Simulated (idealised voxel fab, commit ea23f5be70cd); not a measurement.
Proc. module: voxel capacitor over wiring
The cross-section on display is named cut; it measures 290 nm wide, and its cells are 5 nm squares.
How to read a cross-section here: the picture is a grid of square cells, written as bands going from the top down, and any band can span one or more rows of cells. For a band, the entry starts with two heights in nm, that of the top and then that of the bottom, and carries on with the band's materials in order from left to right, each alongside its width in nm; the word "everywhere" beside a single material means it fills the band edge to edge, and "empty" means empty space. Basically, 0 is our baseline, since under it the wafer straight out of the box is all one material. The bottom band has no lower end and keeps on going down, so it looks like "from 0 down". You'd read "30..40" like this: the band's top row of cells is as wide as the first number, its bottom row is as wide as the second, and going down, every row changes width by the same amount as the row before did. You'll sometimes find "no alteration" written for a step, and that's the way of saying that nowhere in the cross-section did a cell change during that step. Each empty space that has no open way to the top and spans at least 8 cells appears under "Enclosed voids" as width x height at distance, the distance counted from the left edge, all in nm. Read whatever lies past the settings on a step's line as the simulator's own remark about the step. overlay nm: where the mask lay relative to plan, measured to the right, on steps with a mask; negatives go left.

**Steps in the process plan**
1 RECEIVE [material Si]
2 CONFORMAL_DEP [material SiO2] [thk nm 10]
3 CONFORMAL_DEP [material SiCN] [thk nm 5]
4 DIRECTIONAL_DEP [material SiO2] [thk nm 20]
5 MASKED_ETCH [tone open] [mask id METAL_1] [width nm 20] [pitch nm 80] [etch materials SiO2] [depth nm 20] [overlay nm 0]
6 MASKED_ETCH [tone open] [mask id METAL_1] [width nm 20] [pitch nm 80] [etch materials SiCN] [depth nm 5] [overlay nm 0]
7 CONFORMAL_DEP [material TiN] [thk nm 5]
8 FILL_DEP [material Cu] [thk nm 5]
9 CMP [height nm 35]
10 EPI [material Ru] [thk nm 5]
11 FILL_DEP [material SiCN] [thk nm 5]
12 DIRECTIONAL_DEP [material lowk] [thk nm 10]
13 MASKED_ETCH [tone open] [mask id PLUG_1] [width nm 15] [etch materials lowk] [depth nm 10] [overlay nm 0]
14 MASKED_ETCH [tone open] [mask id PLUG_1] [width nm 15] [etch materials SiCN] [depth nm 5] [overlay nm 0]
15 CONFORMAL_DEP [material TiN] [thk nm 5]
16 FILL_DEP [material Ru] [thk nm 5]
17 CMP [height nm 55]
18 DIRECTIONAL_DEP [material TiN] [thk nm 5]
19 DIRECTIONAL_DEP [material Al2O3] [thk nm 5]
20 DIRECTIONAL_DEP [material TiN] [thk nm 5]
21 MASKED_ETCH [tone cover] [mask id UPPER_PLATE] [width nm 65] [etch materials TiN] [depth nm 5] [overlay nm 0]
22 MASKED_ETCH [tone cover] [mask id UPPER_PLATE] [width nm 65] [etch materials Al2O3] [depth nm 5] [overlay nm 0]
23 MASKED_ETCH [tone cover] [mask id LOWER_PLATE] [width nm 75] [etch materials TiN] [depth nm 5] [overlay nm 0]
24 FILL_DEP [material SiO2] [thk nm 15]
25 CMP [height nm 80]
26 MASKED_ETCH [tone open] [mask id PLUG_2] [width nm 15] [etch materials SiO2] [depth nm 10] [overlay nm 0]
27 CONFORMAL_DEP [material TiN] [thk nm 5]
28 FILL_DEP [material Cu] [thk nm 5]
29 CMP [height nm 80]
30 CONFORMAL_DEP [material SiN] [thk nm 5]

**So this is the incoming wafer in cross-section - it's already been through step 1**
	from 0 down = Si everywhere
	Enclosed voids: none

**Cross-section: first of two wafers, module finished, run according to plan**
	from 85 to 80 = SiN everywhere
	from 80 to 75 = SiO2 110 nm, then TiN 5 nm, then Cu 5 nm, then TiN 5 nm, then SiO2 165 nm
	from 75 to 65 = SiO2 110..100 nm, then TiN 15..65 nm, then SiO2 165..125 nm
	from 65 to 60 = SiO2 100 nm, then Al2O3 65 nm, then SiO2 125 nm
	from 60 to 55 = SiO2 95 nm, then TiN 75 nm, then SiO2 120 nm
	from 55 to 45 = lowk 100 nm, then TiN 5 nm, then Ru 5 nm, then TiN 5 nm, then lowk 175 nm
	from 45 to 40 = SiCN 100 nm, then TiN 15 nm, then SiCN 175 nm
	from 40 to 35 = SiCN 90 nm, then Ru 30 nm, then SiCN 50 nm, then Ru 30 nm, then SiCN 90 nm
	from 35 to 15 = SiO2 95 nm, then TiN 5 nm, then Cu 10 nm, then TiN 5 nm, then SiO2 60 nm, then TiN 5 nm, then Cu 10 nm, then TiN 5 nm, then SiO2 95 nm
	from 15 to 10 = SiCN 95 nm, then TiN 20 nm, then SiCN 60 nm, then TiN 20 nm, then SiCN 95 nm
	from 10 to 0 = SiO2 everywhere
	from 0 down = Si everywhere
	Enclosed voids: none

**Wafer two, sectioned after the module: the first wafer's start, the first wafer's plan, and one mistake in how it was run**
	from 85 to 80 = SiN everywhere
	from 80 to 75 = SiO2 110 nm, then TiN 5 nm, then Cu 5 nm, then TiN 5 nm, then SiO2 165 nm
	from 75 to 65 = SiO2 110..100 nm, then TiN 15..65 nm, then SiO2 165..125 nm
	from 65 to 60 = SiO2 95 nm, then TiN 75 nm, then SiO2 120 nm
	from 60 to 55 = Al2O3 everywhere
	from 55 to 45 = lowk 100 nm, then TiN 5 nm, then Ru 5 nm, then TiN 5 nm, then lowk 175 nm
	from 45 to 40 = SiCN 100 nm, then TiN 15 nm, then SiCN 175 nm
	from 40 to 35 = SiCN 90 nm, then Ru 30 nm, then SiCN 50 nm, then Ru 30 nm, then SiCN 90 nm
	from 35 to 15 = SiO2 95 nm, then TiN 5 nm, then Cu 10 nm, then TiN 5 nm, then SiO2 60 nm, then TiN 5 nm, then Cu 10 nm, then TiN 5 nm, then SiO2 95 nm
	from 15 to 10 = SiCN 95 nm, then TiN 20 nm, then SiCN 60 nm, then TiN 20 nm, then SiCN 95 nm
	from 10 to 0 = SiO2 everywhere
	from 0 down = Si everywhere
	Enclosed voids: none
Nonconformance to the process plan: so 18 and 19 got swapped relative to the plan, each ran where the other was supposed to
Count the cells at the end and the second wafer has more or fewer of some materials than the first: 45 more of Al2O3; 45 fewer of SiO2
